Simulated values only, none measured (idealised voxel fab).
process module | voxel capacitor over wiring
cross-section cut | 230 nm wide | cells 5 nm
A cross-section is a grid of square cells, given in bands from the top down. A band is one or more rows of cells.
Each band's line starts with the height of the band's top and of its bottom, in nm. Then come its materials from left to right, each with its width in nm. One material with "throughout" fills the band from edge to edge. "air" is empty space.
Height 0 is the level under which the wafer as received is all one material. The lowest band goes on downwards, as in "0 down".
A width such as "30 to 40" changes by the same amount from each row of cells to the next, from the band's top row to its bottom row.
"no change" after a step means that no cell of the cross-section changed.
closed voids: empty space of 8 cells or more with no open way to the top, each as width x height at its distance from the left edge, in nm
after a step's settings: what the simulator itself notes on the step
overlay nm, on a step with a mask: how far to the right of its planned place the mask lay; to the left if negative
plan
1 op RECEIVE | material Si
2 op CONFORMAL_DEP | material SiO2 | thk nm 15
3 op DIRECTIONAL_DEP | material TiN | thk nm 5
4 op DIRECTIONAL_DEP | material Ru | thk nm 15
5 op PATTERN | tone cover | mask id METAL_1 | material resist | width nm 25 | pitch nm 80 | thk nm 20 | overlay nm 0
6 op DIRECTIONAL_ETCH | etch materials Ru | depth nm 15
7 op DIRECTIONAL_ETCH | etch materials TiN | depth nm 5
8 op STRIP | etch materials resist
9 op FILL_DEP | material lowk | thk nm 10
10 op CMP | height nm 35
11 op CONFORMAL_DEP | material SiCN | thk nm 5
12 op DIRECTIONAL_DEP | material lowk | thk nm 20
13 op DIRECTIONAL_DEP | material aC | thk nm 10
14 op PATTERN | tone open | mask id PLUG_1 | material resist | width nm 15 | thk nm 30 | overlay nm 0
15 op DIRECTIONAL_ETCH | etch materials aC | depth nm 10
16 op STRIP | etch materials resist
17 op DIRECTIONAL_ETCH | etch materials lowk | depth nm 20
18 op DIRECTIONAL_ETCH | etch materials SiCN | depth nm 5
19 op STRIP | etch materials aC
20 op CONFORMAL_DEP | material TiN | thk nm 5
21 op FILL_DEP | material Ru | thk nm 5
22 op CMP | height nm 60
23 op DIRECTIONAL_DEP | material TiN | thk nm 10
24 op DIRECTIONAL_DEP | material Al2O3 | thk nm 5
25 op DIRECTIONAL_DEP | material TiN | thk nm 5
26 op MASKED_ETCH | tone cover | mask id UPPER_PLATE | width nm 60 | etch materials TiN | depth nm 5 | overlay nm 0
27 op MASKED_ETCH | tone cover | mask id UPPER_PLATE | width nm 60 | etch materials Al2O3 | depth nm 5 | overlay nm 0
28 op MASKED_ETCH | tone cover | mask id LOWER_PLATE | width nm 70 | etch materials TiN | depth nm 10 | overlay nm 0
29 op FILL_DEP | material SiO2 | thk nm 15
30 op CMP | height nm 90
31 op DIRECTIONAL_DEP | material aC | thk nm 10
32 op PATTERN | tone open | mask id PLUG_2 | material resist | width nm 15 | thk nm 25 | overlay nm 0
33 op DIRECTIONAL_ETCH | etch materials aC | depth nm 10
34 op STRIP | etch materials resist
35 op DIRECTIONAL_ETCH | etch materials SiO2 | depth nm 10
36 op STRIP | etch materials aC
37 op CONFORMAL_DEP | material TiN | thk nm 5
38 op FILL_DEP | material Ru | thk nm 5
39 op CMP | height nm 90
40 op CONFORMAL_DEP | material SiCN | thk nm 5
as received, after step 1
  0 down: Si throughout
  closed voids: none
first wafer at the end, as planned
  95 to 90: SiCN throughout
  90 to 85: SiO2 80 | TiN 5 | Ru 5 | TiN 5 | SiO2 135
  85 to 75: SiO2 80 to 70 | TiN 15 to 60 | SiO2 135 to 100
  75 to 70: SiO2 70 | Al2O3 60 | SiO2 100
  70 to 60: SiO2 65 | TiN 70 | SiO2 95
  60 to 40: lowk 70 | TiN 5 | Ru 5 | TiN 5 | lowk 145
  40 to 35: SiCN 70 | TiN 15 | SiCN 145
  35 to 20: lowk 60 | Ru 25 | lowk 55 | Ru 25 | lowk 65
  20 to 15: lowk 60 | TiN 25 | lowk 55 | TiN 25 | lowk 65
  15 to 0: SiO2 throughout
  0 down: Si throughout
  closed voids: none
second wafer at the end: like start, like plan, one mistake
  95 to 90: SiCN throughout
  90 to 85: SiO2 80 | TiN 5 | Al2O3 5 | TiN 5 | SiO2 135
  85 to 75: SiO2 80 to 70 | TiN 15 to 60 | SiO2 135 to 100
  75 to 70: SiO2 70 | Al2O3 60 | SiO2 100
  70 to 60: SiO2 65 | TiN 70 | SiO2 95
  60 to 40: lowk 70 | TiN 5 | Ru 5 | TiN 5 | lowk 145
  40 to 35: SiCN 70 | TiN 15 | SiCN 145
  35 to 20: lowk 60 | Ru 25 | lowk 55 | Ru 25 | lowk 65
  20 to 15: lowk 60 | TiN 25 | lowk 55 | TiN 25 | lowk 65
  15 to 0: SiO2 throughout
  0 down: Si throughout
  closed voids: none
what went wrong: step 38 ran as: op FILL_DEP | material Al2O3 | thk nm 5
at the end the second wafer has, in cells: 1 more of Al2O3 | 1 fewer of Ru
